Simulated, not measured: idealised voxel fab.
process module | voxel capacitor over wiring
cross-section cut | 235 nm wide | cells 5 nm
A cross-section is a grid of square cells, given in bands from the top down. A band is one or more rows of cells.
Each band's line starts with the height of the band's top and of its bottom, in nm. Then come its materials from left to right, each with its width in nm. One material with "throughout" fills the band from edge to edge. "air" is empty space.
Height 0 is the level under which the wafer as received is all one material. The lowest band goes on downwards, as in "0 down".
A width such as "30 to 40" changes by the same amount from each row of cells to the next, from the band's top row to its bottom row.
"no change" after a step means that no cell of the cross-section changed.
closed voids: empty space of 8 cells or more with no open way to the top, each as width x height at its distance from the left edge, in nm
after a step's settings: what the simulator itself notes on the step
overlay nm, on a step with a mask: how far to the right of its planned place the mask lay; to the left if negative
plan
1 op RECEIVE | material Si
2 op CONFORMAL_DEP | material SiO2 | thk nm 15
3 op CONFORMAL_DEP | material SiCN | thk nm 5
4 op DIRECTIONAL_DEP | material lowk | thk nm 20
5 op DIRECTIONAL_DEP | material aC | thk nm 10
6 op PATTERN | tone open | mask id METAL_1 | material resist | width nm 25 | pitch nm 85 | thk nm 25 | overlay nm 0
7 op DIRECTIONAL_ETCH | etch materials aC | depth nm 10
8 op STRIP | etch materials resist
9 op DIRECTIONAL_ETCH | etch materials lowk | depth nm 20
10 op DIRECTIONAL_ETCH | etch materials SiCN | depth nm 5
11 op STRIP | etch materials aC
12 op CONFORMAL_DEP | material TiN | thk nm 5
13 op FILL_DEP | material Cu | thk nm 10
14 op CMP | height nm 40
15 op CONFORMAL_DEP | material SiCN | thk nm 5
16 op DIRECTIONAL_DEP | material SiO2 | thk nm 15
17 op PATTERN | tone open | mask id PLUG_1 | material resist | width nm 15 | thk nm 20 | overlay nm 0
18 op DIRECTIONAL_ETCH | etch materials SiO2 | depth nm 15
19 op DIRECTIONAL_ETCH | etch materials SiCN | depth nm 5
20 op STRIP | etch materials resist
21 op CONFORMAL_DEP | material TiN | thk nm 5
22 op FILL_DEP | material Ru | thk nm 10
23 op CMP | height nm 60
24 op DIRECTIONAL_DEP | material TiN | thk nm 5
25 op DIRECTIONAL_DEP | material HfO2 | thk nm 5
26 op DIRECTIONAL_DEP | material TiN | thk nm 5
27 op PATTERN | tone cover | mask id UPPER_PLATE | material resist | width nm 65 | thk nm 20 | overlay nm 0
28 op DIRECTIONAL_ETCH | etch materials TiN | depth nm 5
29 op DIRECTIONAL_ETCH | etch materials HfO2 | depth nm 5
30 op STRIP | etch materials resist
31 op MASKED_ETCH | tone cover | mask id LOWER_PLATE | width nm 75 | etch materials TiN | depth nm 5 | overlay nm 0
32 op FILL_DEP | material SiO2 | thk nm 15
33 op CMP | height nm 85
34 op PATTERN | tone open | mask id PLUG_2 | material resist | width nm 15 | thk nm 20 | overlay nm 0
35 op DIRECTIONAL_ETCH | etch materials SiO2 | depth nm 10
36 op STRIP | etch materials resist
37 op CONFORMAL_DEP | material TiN | thk nm 5
38 op FILL_DEP | material W | thk nm 5
39 op CMP | height nm 85
40 op CONFORMAL_DEP | material SiN | thk nm 5
as received, after step 1
  0 down: Si throughout
  closed voids: none
first wafer at the end, as planned
  90 to 85: SiN throughout
  85 to 80: SiO2 80 | TiN 5 | W 5 | TiN 5 | SiO2 140
  80 to 70: SiO2 80 to 70 | TiN 15 to 65 | SiO2 140 to 100
  70 to 65: SiO2 70 | HfO2 65 | SiO2 100
  65 to 60: SiO2 65 | TiN 75 | SiO2 95
  60 to 45: SiO2 70 | TiN 5 | Ru 5 | TiN 5 | SiO2 150
  45 to 40: SiCN 70 | TiN 15 | SiCN 150
  40 to 20: lowk 60 | TiN 5 | Cu 15 | TiN 5 | lowk 60 | TiN 5 | Cu 15 | TiN 5 | lowk 65
  20 to 15: SiCN 60 | TiN 25 | SiCN 60 | TiN 25 | SiCN 65
  15 to 0: SiO2 throughout
  0 down: Si throughout
  closed voids: none
second wafer at the end: like start, like plan, one mistake
  90 to 85: SiN throughout
  85 to 80: SiO2 80 | TiN 5 | W 5 | TiN 5 | SiO2 140
  80 to 70: SiO2 80 to 70 | TiN 15 to 65 | SiO2 140 to 100
  70 to 65: SiO2 70 | HfO2 65 | SiO2 100
  65 to 60: SiO2 65 | TiN 75 | SiO2 95
  60 to 55: SiCN 70 | TiN 15 | SiCN 150
  55 to 40: SiO2 throughout
  40 to 20: lowk 60 | TiN 5 | Cu 15 | TiN 5 | lowk 60 | TiN 5 | Cu 15 | TiN 5 | lowk 65
  20 to 15: SiCN 60 | TiN 25 | SiCN 60 | TiN 25 | SiCN 65
  15 to 0: SiO2 throughout
  0 down: Si throughout
  closed voids: none
what went wrong: steps 15 and 16 were swapped
at the end the second wafer has, in cells: 3 fewer of Ru | 9 more of SiO2 | 6 fewer of TiN
